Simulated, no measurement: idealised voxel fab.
The document below concerns the process module designated voxel released beams.
Pictured: cross-section cut, 215 nm wide, on a grid of 5 nm square cells.
For the purposes of this document, a cross-section shall be understood as a grid of square cells, specified as bands listed in top-to-bottom order, each band consisting of one or more rows of cells. Heads up on the band format: heights come first, top then bottom, in nm. After that it's the materials left to right, each with its width in nm. A single material flagged "everywhere" fills the whole band edge to edge, and "empty" means there's empty space there. Heads up on the height convention: 0 is the point under which the incoming wafer is all one material, and the lowest band has no bottom, it just keeps going down, like "0 nm and below". Top row gets the first number, bottom row gets the second, and each row in between changes by the same step: that is how a band width like "30 to 40" works. The designation "nothing was modified", where it is given for a processing step, indicates that no cell of the cross-section was altered in the course of that step. What "Enclosed voids" gives you is every empty space of 8 cells or more that is cut off from the top. Each appears as width x height at distance, with the distance taken from the left edge and width, height and distance all in nm. Step line, after settings: the simulator's comment on this step. On any step carrying a mask, the "overlay nm" setting, if present on the step's line, tells how far right of its planned place the mask lay; negative values point to the left.
# Process steps (planned)
1,RECEIVE (material Si)
2,CONFORMAL_DEP (material SiN; thk nm 10)
3,DIRECTIONAL_DEP (material SiO2; thk nm 15)
4,PATTERN (tone open; mask id ANCHOR; material resist; width nm 45; thk nm 15; overlay nm 0)
5,DIRECTIONAL_ETCH (etch materials SiO2; depth nm 15)
6,STRIP (etch materials resist)
7,CONFORMAL_DEP (material W; thk nm 15)
8,MASKED_ETCH (tone cover; mask id BEAM; width nm 90; etch materials W; depth nm 15; overlay nm 0)
9,STRIP (etch materials SiO2)
# Shown in cross-section is the wafer as received, that is, as it stands after step 1
0 nm and below | Si everywhere
Enclosed voids: none
# Here's the cross-section of the first of our two wafers at the end of the module - it ran as planned
40 nm to 25 nm | 60 nm empty | 20 nm W | 15 nm empty | 55 nm W | 65 nm empty
25 nm to 10 nm | 65 nm empty | 45 nm W | 105 nm empty
10 nm to 0 nm | SiN everywhere
0 nm and below | Si everywhere
Enclosed voids: none
# Same start, same plan as the first wafer - but one mistake in the run. Cross-section of the second of the two at the end of the module
40 nm to 25 nm | 60 nm empty | 10 nm W | 15 nm empty | 65 nm W | 65 nm empty
25 nm to 10 nm | 55 nm empty | 45 nm W | 115 nm empty
10 nm to 0 nm | SiN everywhere
0 nm and below | Si everywhere
Enclosed voids: none
Where did the run depart from the plan? step 4 was not run as planned; what actually ran was PATTERN (tone open; mask id ANCHOR; material resist; width nm 45; thk nm 15; overlay nm -10)
The two final wafers agree on how many cells each material fills and disagree on which cells those are.
